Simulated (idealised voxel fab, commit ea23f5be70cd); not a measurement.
This is a process module. Its name is voxel capacitor over wiring.
Square cells of 5 nm make up the cross-section cut, whose width is 285 nm.
Cross-section layout: square cells on a grid; listed as bands, top to bottom; a band spans one or more cell rows.
What a band's entry tells you: where the top is and where the bottom is, as heights in nm, and after that what lies inside, material by material from left to right, each with its width in nm. Empty space is written as the word "air", and a single material marked with the word "everywhere" occupies the band from edge to edge.
Convention: height 0 is the level below which the wafer, as received, is all one material. The lowest band does not terminate at the bottom but continues downward, represented as "from 0 down".
With a width like "30 to 40", each row of cells in the band differs from the next by the same amount, the top row carrying the first number and the bottom row the second.
"no alterations made" after a step means that no cell of the cross-section changed.
This entry, "Fully closed voids", enumerates those empty regions of no fewer than 8 cells that possess no open connection to the top. Each region is reported in the form width x height at distance, the distance being taken from the left edge, with all three quantities expressed in nm.
Step line, after settings: the simulator's comment on this step.
What "overlay nm" on a step's line means: if the step has a mask, that mask lay this far to the right of its planned place, or, when the value is negative, to the left.
Below is the list of planned process steps:
| 1 | RECEIVE: material Si |
| 2 | CONFORMAL_DEP: material SiO2, thk nm 15 |
| 3 | CONFORMAL_DEP: material SiCN, thk nm 5 |
| 4 | DIRECTIONAL_DEP: material SiO2, thk nm 20 |
| 5 | DIRECTIONAL_DEP: material aC, thk nm 10 |
| 6 | PATTERN: tone open, mask id METAL_1, material resist, width nm 20, pitch nm 75, thk nm 30, overlay nm 0 |
| 7 | DIRECTIONAL_ETCH: etch materials aC, depth nm 10 |
| 8 | STRIP: etch materials resist |
| 9 | DIRECTIONAL_ETCH: etch materials SiO2, depth nm 20 |
| 10 | DIRECTIONAL_ETCH: etch materials SiCN, depth nm 5 |
| 11 | STRIP: etch materials aC |
| 12 | CONFORMAL_DEP: material TiN, thk nm 5 |
| 13 | FILL_DEP: material Cu, thk nm 10 |
| 14 | CMP: height nm 40 |
| 15 | EPI: material Ru, thk nm 5 |
| 16 | FILL_DEP: material SiCN, thk nm 5 |
| 17 | DIRECTIONAL_DEP: material lowk, thk nm 10 |
| 18 | PATTERN: tone open, mask id PLUG_1, material resist, width nm 15, thk nm 15, overlay nm 0 |
| 19 | DIRECTIONAL_ETCH: etch materials lowk, depth nm 10 |
| 20 | DIRECTIONAL_ETCH: etch materials SiCN, depth nm 5 |
| 21 | STRIP: etch materials resist |
| 22 | CONFORMAL_DEP: material TiN, thk nm 5 |
| 23 | FILL_DEP: material W, thk nm 5 |
| 24 | CMP: height nm 60 |
| 25 | DIRECTIONAL_DEP: material TiN, thk nm 5 |
| 26 | DIRECTIONAL_DEP: material HfO2, thk nm 5 |
| 27 | DIRECTIONAL_DEP: material TiN, thk nm 5 |
| 28 | PATTERN: tone cover, mask id UPPER_PLATE, material resist, width nm 60, thk nm 15, overlay nm 0 |
| 29 | DIRECTIONAL_ETCH: etch materials TiN, depth nm 5 |
| 30 | DIRECTIONAL_ETCH: etch materials HfO2, depth nm 5 |
| 31 | STRIP: etch materials resist |
| 32 | MASKED_ETCH: tone cover, mask id LOWER_PLATE, width nm 70, etch materials TiN, depth nm 5, overlay nm 0 |
| 33 | FILL_DEP: material SiO2, thk nm 20 |
| 34 | CMP: height nm 90 |
| 35 | DIRECTIONAL_DEP: material aC, thk nm 10 |
| 36 | PATTERN: tone open, mask id PLUG_2, material resist, width nm 15, thk nm 30, overlay nm 0 |
| 37 | DIRECTIONAL_ETCH: etch materials aC, depth nm 10 |
| 38 | STRIP: etch materials resist |
| 39 | DIRECTIONAL_ETCH: etch materials SiO2, depth nm 15 |
| 40 | STRIP: etch materials aC |
| 41 | CONFORMAL_DEP: material TiN, thk nm 5 |
| 42 | FILL_DEP: material W, thk nm 5 |
| 43 | CMP: height nm 90 |
| 44 | CONFORMAL_DEP: material SiN, thk nm 5 |
Cross-sectional view of the wafer in its as-received condition, corresponding to the state after step 1:
> from 0 down  Si everywhere
> Fully closed voids: none
Module complete, cross-section. Starting point and plan per above. One mistake made in running the module:
> from 95 to 90  SiN everywhere
> from 90 to 80  110 SiO2, 5 TiN, 5 W, 5 TiN, 160 SiO2
> from 80 to 70  110 to 100 SiO2, 15 to 60 TiN, 160 to 125 SiO2
> from 70 to 65  100 SiO2, 60 HfO2, 125 SiO2
> from 65 to 60  95 SiO2, 70 TiN, 120 SiO2
> from 60 to 55  Ru everywhere
> from 55 to 45  Cu everywhere
> from 45 to 40  100 TiN, 10 Cu, 65 TiN, 10 Cu, 100 TiN
> from 40 to 20  95 SiO2, 5 TiN, 10 Cu, 5 TiN, 55 SiO2, 5 TiN, 10 Cu, 5 TiN, 95 SiO2
> from 20 to 15  95 SiCN, 20 TiN, 55 SiCN, 20 TiN, 95 SiCN
> from 15 to 0  SiO2 everywhere
> from 0 down  Si everywhere
> Fully closed voids: none
Run error: no execution of plan step 14; skipped
